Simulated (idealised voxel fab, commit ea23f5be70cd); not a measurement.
Process module, titled voxel lift off
We display cut, a cross-section 280 nm in width whose square cells are each 5 nm.
A cross-section in this document is a grid of square cells, and it is written down as bands, the top band listed before the ones below it; a band is made up of one or more rows of cells. Top height, bottom height, nm. Materials left to right, width each, nm. Single material + "throughout" = fills band edge to edge. "empty" = empty. For the purposes of this specification, 0 denotes the height below which the wafer in its as-received condition is composed wholly of one material, and the lowermost band, lacking a lower limit, extends downward without end, as expressed in "top 0, no bottom". Width "30 to 40": first value at the band's top row of cells, second value at its bottom row, equal change from row to row. "remains unaltered" means the step left every cell of the cross-section as it was. Voids not open to the top, 8 cells minimum: see "Entrapped void list". Written width x height at distance; distance is from the left edge; nm. Post-settings text on a step line: simulator's own remark regarding the step. overlay nm: step with mask; distance mask lay right of planned place; negative value = left of planned place.

List of planned process steps:
- 1: RECEIVE (material Si)
- 2: CONFORMAL_DEP (material SiO2; thk nm 10)
- 3: PATTERN (tone open; mask id LINES; material resist; width nm 25; pitch nm 40; thk nm 20; overlay nm 0)
- 4: DIRECTIONAL_DEP (material Ru; thk nm 5)
- 5: STRIP (etch materials resist)
- 6: CONFORMAL_DEP (material SiCN; thk nm 5)

As received, after step 1:
- top 0, no bottom: Si throughout
- Entrapped void list: none

The plan above was carried out on the starting structure above with one mistake, and this cross-section shows the wafer at the end of the module:
- top 20, bottom 15: empty (105), then SiCN (35), then empty (5), then SiCN (35), then empty (100)
- top 15, bottom 10: SiCN (110), then Ru (25), then SiCN (15), then Ru (25), then SiCN (105)
- top 10, bottom 0: SiO2 throughout
- top 0, no bottom: Si throughout
- Entrapped void list: none
So what did we get wrong on this run? step 3 did not use the planned setting and instead ran as PATTERN (tone open; mask id LINES; material resist; width nm 25; pitch nm 40; thk nm 20; overlay nm 5)
